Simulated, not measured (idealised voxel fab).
process module | voxel double patterning
cross-section cut | 210 nm wide | cells 5 nm
A cross-section is a grid of square cells, given in bands from the top down. A band is one or more rows of cells.
Each band's line starts with the height of the band's top and of its bottom, in nm. Then come its materials from left to right, each with its width in nm. One material with "throughout" fills the band from edge to edge. "air" is empty space.
Height 0 is the level under which the wafer as received is all one material. The lowest band goes on downwards, as in "0 down".
A width such as "30 to 40" changes by the same amount from each row of cells to the next, from the band's top row to its bottom row.
"no change" after a step means that no cell of the cross-section changed.
closed voids: empty space of 8 cells or more with no open way to the top, each as width x height at its distance from the left edge, in nm
after a step's settings: what the simulator itself notes on the step
overlay nm, on a step with a mask: how far to the right of its planned place the mask lay; to the left if negative
plan
1 op RECEIVE | material Si
2 op CONFORMAL_DEP | material SiO2 | thk nm 5
3 op DIRECTIONAL_DEP | material W | thk nm 10
4 op DIRECTIONAL_DEP | material SiN | thk nm 10
5 op MASKED_ETCH | tone open | mask id FIRST | width nm 15 | pitch nm 50 | etch materials SiN | depth nm 10 | overlay nm 0
6 op MASKED_ETCH | tone open | mask id SECOND | width nm 15 | etch materials SiN | depth nm 10 | overlay nm 0
7 op DIRECTIONAL_ETCH | etch materials W | depth nm 10
8 op STRIP | etch materials SiN
varied across the wafers: width nm of step 5. The plan shows the first wafer's value. All wafers start alike
first wafer as received, after step 1
  0 down: Si throughout
  closed voids: none
first wafer at the end, after step 8
  15 to 5: W 70 | air 15 | W 10 | air 15 | W 10 | air 15 | W 75
  5 to 0: SiO2 throughout
  0 down: Si throughout
  closed voids: none
last wafer at the end
  15 to 5: W 65 | air 45 | W 5 | air 30 | W 65
  5 to 0: SiO2 throughout
  0 down: Si throughout
  closed voids: none
each wafer at the end: cells of each material gained (+) or lost (-) since it was received, then its closed voids
width nm 15 | +42 SiO2 | +66 W | closed voids: none
width nm 20 | +42 SiO2 | +62 W | closed voids: none
width nm 25 | +42 SiO2 | +58 W | closed voids: none
width nm 30 | +42 SiO2 | +54 W | closed voids: none
